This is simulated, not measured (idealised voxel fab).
Presented below is a process module, voxel fin reveal.
Shown is cross-section cut, with a width of 175 nm and square cells of size 5 nm.
When this document writes out a cross-section, it uses a grid of square cells and lists it as bands, beginning at the top and moving down, with a band standing for one or more rows of cells.
Basically the band line says how high the top is and how high the bottom is, in nm, and then what's in it from left to right, every material with its width in nm. Empty space shows up as "empty", and if a single material carries "everywhere" it runs the full band edge to edge.
Where do heights start? At 0: under that level the wafer as delivered is made of one material only. And the lowest band has no floor; it just carries on downward, as in "0 and below".
Per-row width for "30->40": begins at first number (top row of band), ends at second number (bottom row), increment between rows held constant.
A step reported as "no modifications" is a step in which no cell of the cross-section changed.
The label "Sealed void list" introduces a list of the empty spaces, 8 cells or larger, that have no open way up to the top; each entry in it reads width x height at distance, where the distance is taken from the left edge and all three are stated in nm.
Heads up: the bit after the settings on a step's line is the simulator's remark on that step.
Each step line may optionally specify "overlay nm", which for a step with a mask gives the rightward distance between the mask's planned place and where it lay, a negative value indicating the leftward direction.
[Process steps (planned)]
1) RECEIVE [material Si]
2) CONFORMAL_DEP [material SiN] [thk nm 5]
3) MASKED_ETCH [tone cover] [mask id FINS] [width nm 15] [pitch nm 40] [etch materials SiN] [depth nm 5] [overlay nm 0]
4) MASKED_ETCH [tone cover] [mask id FINS] [width nm 15] [pitch nm 40] [etch materials Si] [depth nm 35] [overlay nm 0]
5) FILL_DEP [material SiO2] [thk nm 10]
6) CMP [height nm 5]
7) SELECTIVE_ETCH [etch materials SiO2] [depth nm 20]
8) STRIP [etch materials SiN]
[as received, after step 1]
	0 and below = Si everywhere
	Sealed void list: none
[Cross-section, first of two wafers, end of module, run as planned]
	0 down to -15 = empty: 40 / Si: 15 / empty: 25 / Si: 15 / empty: 25 / Si: 15 / empty: 40
	-15 down to -35 = SiO2: 40 / Si: 15 / SiO2: 25 / Si: 15 / SiO2: 25 / Si: 15 / SiO2: 40
	-35 and below = Si everywhere
	Sealed void list: none
[Wafer two (of two), end-of-module cross-section: start = wafer one, plan = wafer one, one run mistake]
	0 down to -15 = empty: 40 / Si: 15 / empty: 25 / Si: 15 / empty: 25 / Si: 15 / empty: 40
	-15 down to -20 = SiO2: 20 / empty: 20 / Si: 15 / empty: 25 / Si: 15 / empty: 25 / Si: 15 / empty: 20 / SiO2: 20
	-20 down to -35 = SiO2: 40 / Si: 15 / SiO2: 25 / Si: 15 / SiO2: 25 / Si: 15 / SiO2: 40
	-35 and below = Si everywhere
	Sealed void list: none
What broke from the plan during processing? the executed order of steps 7 and 8 is the reverse of that specified in the plan, each step having taken the other's position
FYI, end of process, the second wafer has more or fewer cells of some materials than the first: -18 SiO2
